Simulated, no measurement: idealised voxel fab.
Proc. module: voxel ribs on slabs
Cross-section cut: width 235 nm, square cells of 5 nm.
This document writes a cross-section as a grid whose cells are square, and gives it as bands, listed from the top down; one or more rows of cells form a band.
Per band: top height and bottom height in nm, followed by the left-to-right materials and their widths in nm; "all across" marks a single material spanning edge to edge, "air" marks empty space.
The level at which height equals 0 is the one under which the wafer, as it arrives, is entirely one material. No lower edge exists for the bottom band, which continues downward and is notated as in "0..down".
Think of "30 to 40" as a width that walks from the first number to the second as you go down the band, top row to bottom row, taking equal-sized steps from row to row.
Key: "everything unchanged" - step with no changed cell in the cross-section.
For the entry "Cavities, sealed", the listed items are empty spaces with no open way to the top whose size is 8 cells or more; each item follows the pattern width x height at distance, where distance is from the left edge and all three are in nm.
If you see something after the settings on a step's line, that's the simulator's own remark about that step.
When a step includes a mask, the "overlay nm" setting on its line states how far to the right of its planned place that mask lay, and negative values state how far to the left.

The steps planned for the process are as follows
1,RECEIVE: material Si
2,DIRECTIONAL_DEP: material SiO2, thk nm 25
3,DIRECTIONAL_DEP: material polySi, thk nm 25
4,DIRECTIONAL_DEP: material aC, thk nm 10
5,PATTERN: tone cover, mask id RIB, material resist, width nm 25, thk nm 25, overlay nm 0
6,DIRECTIONAL_ETCH: etch materials aC, depth nm 10
7,STRIP: etch materials resist
8,DIRECTIONAL_ETCH: etch materials polySi, depth nm 10
9,STRIP: etch materials aC
10,DIRECTIONAL_DEP: material aC, thk nm 15
11,PATTERN: tone cover, mask id SLAB, material resist, width nm 65, thk nm 35, overlay nm 0
12,DIRECTIONAL_ETCH: etch materials aC, depth nm 15
13,STRIP: etch materials resist
14,DIRECTIONAL_ETCH: etch materials polySi, depth nm 15
15,STRIP: etch materials aC
16,FILL_DEP: material SiO2, thk nm 30
17,CMP: height nm 70
18,DIRECTIONAL_DEP: material W, thk nm 5
19,PATTERN: tone cover, mask id HEATER, material resist, width nm 35, thk nm 15, overlay nm 0
20,DIRECTIONAL_ETCH: etch materials W, depth nm 5
21,STRIP: etch materials resist
22,CONFORMAL_DEP: material SiN, thk nm 5

The first wafer of two, processed as planned

Cross-sectional view of the wafer in its as-received condition, corresponding to the state after step 1
> 0..down: Si all across
> Cavities, sealed: none

State of the wafer after step 2, shown in cross-section
> 25..0: SiO2 all across
> Below 0, no change.

State of the wafer after step 3, shown in cross-section
> 50..25: polySi all across
> Below 25, no change.

State of the wafer after step 4, shown in cross-section
> 60..50: aC all across
> Below 50, no change.

State of the wafer after step 5, shown in cross-section
> 85..60: air 105  resist 25  air 105
> Below 60, no change.

State of the wafer after step 6, shown in cross-section
> 75..60: air 105  resist 25  air 105
> 60..50: air 105  aC 25  air 105
> Below 50, no change.

State of the wafer after step 7, shown in cross-section
> 60..50: air 105  aC 25  air 105
> Below 50, no change.

State of the wafer after step 8, shown in cross-section
> 60..50: air 105  aC 25  air 105
> 50..40: air 105  polySi 25  air 105
> Below 40, no change.

State of the wafer after step 9, shown in cross-section
> 50..40: air 105  polySi 25  air 105
> Below 40, no change.

State of the wafer after step 10, shown in cross-section
> 65..55: air 105  aC 25  air 105
> 55..50: aC all across
> 50..40: aC 105  polySi 25  aC 105
> Below 40, no change.

State of the wafer after step 11, shown in cross-section
> 100..65: air 85  resist 65  air 85
> 65..55: air 85  resist 20  aC 25  resist 20  air 85
> Below 55, no change.

State of the wafer after step 12, shown in cross-section
> 85..65: air 85  resist 65  air 85
> 65..55: air 85  resist 20  aC 25  resist 20  air 85
> 55..50: air 85  aC 65  air 85
> 50..40: air 85  aC 20  polySi 25  aC 20  air 85
> Below 40, no change.

State of the wafer after step 13, shown in cross-section
> 65..55: air 105  aC 25  air 105
> Below 55, no change.

State of the wafer after step 14, shown in cross-section
> 65..55: air 105  aC 25  air 105
> 55..50: air 85  aC 65  air 85
> 50..40: air 85  aC 20  polySi 25  aC 20  air 85
> 40..25: air 85  polySi 65  air 85
> Below 25, no change.

State of the wafer after step 15, shown in cross-section
> 50..40: air 105  polySi 25  air 105
> Below 40, no change.

State of the wafer after step 16, shown in cross-section
> 80..50: SiO2 all across
> 50..40: SiO2 105  polySi 25  SiO2 105
> 40..25: SiO2 85  polySi 65  SiO2 85
> Below 25, no change.

State of the wafer after step 17, shown in cross-section
> 70..50: SiO2 all across
> Below 50, no change.

State of the wafer after step 18, shown in cross-section
> 75..70: W all across
> Below 70, no change.

State of the wafer after step 19, shown in cross-section
> 90..75: air 100  resist 35  air 100
> Below 75, no change.

State of the wafer after step 20, shown in cross-section
> 90..75: air 100  resist 35  air 100
> 75..70: air 100  W 35  air 100
> Below 70, no change.

State of the wafer after step 21, shown in cross-section
> 75..70: air 100  W 35  air 100
> Below 70, no change.

State of the wafer after step 22, shown in cross-section
> 80..75: air 95  SiN 45  air 95
> 75..70: SiN 100  W 35  SiN 100
> Below 70, no change.

Okay, second wafer. Nothing different at the start, nothing different in the plan, just one mistake somewhere in the running. As far as step 10, counting that step, it's the first wafer all over again

Cross-section of the second wafer corresponding to the planned conclusion of step 11
> 100..65: air 75  resist 65  air 95
> 65..55: air 75  resist 30  aC 25  resist 10  air 95
> Below 55, no change.

Cross-section of the second wafer corresponding to the planned conclusion of step 12
> 85..65: air 75  resist 65  air 95
> 65..55: air 75  resist 30  aC 25  resist 10  air 95
> 55..50: air 75  aC 65  air 95
> 50..40: air 75  aC 30  polySi 25  aC 10  air 95
> Below 40, no change.

Cross-section of the second wafer corresponding to the planned conclusion of step 13
> 65..55: air 105  aC 25  air 105
> Below 55, no change.

Cross-section of the second wafer corresponding to the planned conclusion of step 14
> 65..55: air 105  aC 25  air 105
> 55..50: air 75  aC 65  air 95
> 50..40: air 75  aC 30  polySi 25  aC 10  air 95
> 40..25: air 75  polySi 65  air 95
> Below 25, no change.

Cross-section of the second wafer corresponding to the planned conclusion of step 15
> 50..40: air 105  polySi 25  air 105
> Below 40, no change.

Cross-section of the second wafer corresponding to the planned conclusion of step 16
> 80..50: SiO2 all across
> 50..40: SiO2 105  polySi 25  SiO2 105
> 40..25: SiO2 75  polySi 65  SiO2 95
> Below 25, no change.

Cross-section of the second wafer corresponding to the planned conclusion of step 17
> 70..50: SiO2 all across
> Below 50, no change.

Cross-section of the second wafer corresponding to the planned conclusion of step 18
> 75..70: W all across
> Below 70, no change.

Cross-section of the second wafer corresponding to the planned conclusion of step 19
> 90..75: air 100  resist 35  air 100
> Below 75, no change.

Cross-section of the second wafer corresponding to the planned conclusion of step 20
> 90..75: air 100  resist 35  air 100
> 75..70: air 100  W 35  air 100
> Below 70, no change.

Cross-section of the second wafer corresponding to the planned conclusion of step 21
> 75..70: air 100  W 35  air 100
> Below 70, no change.

Cross-section of the second wafer corresponding to the planned conclusion of step 22
> 80..75: air 95  SiN 45  air 95
> 75..70: SiN 100  W 35  SiN 100
> Below 70, no change.
Finding, execution versus plan: for step 11, the planned setting was not used; the step was instead run as PATTERN: tone cover, mask id SLAB, material resist, width nm 65, thk nm 35, overlay nm -10
Final state: per-material cell counts identical on both wafers; locations differ.
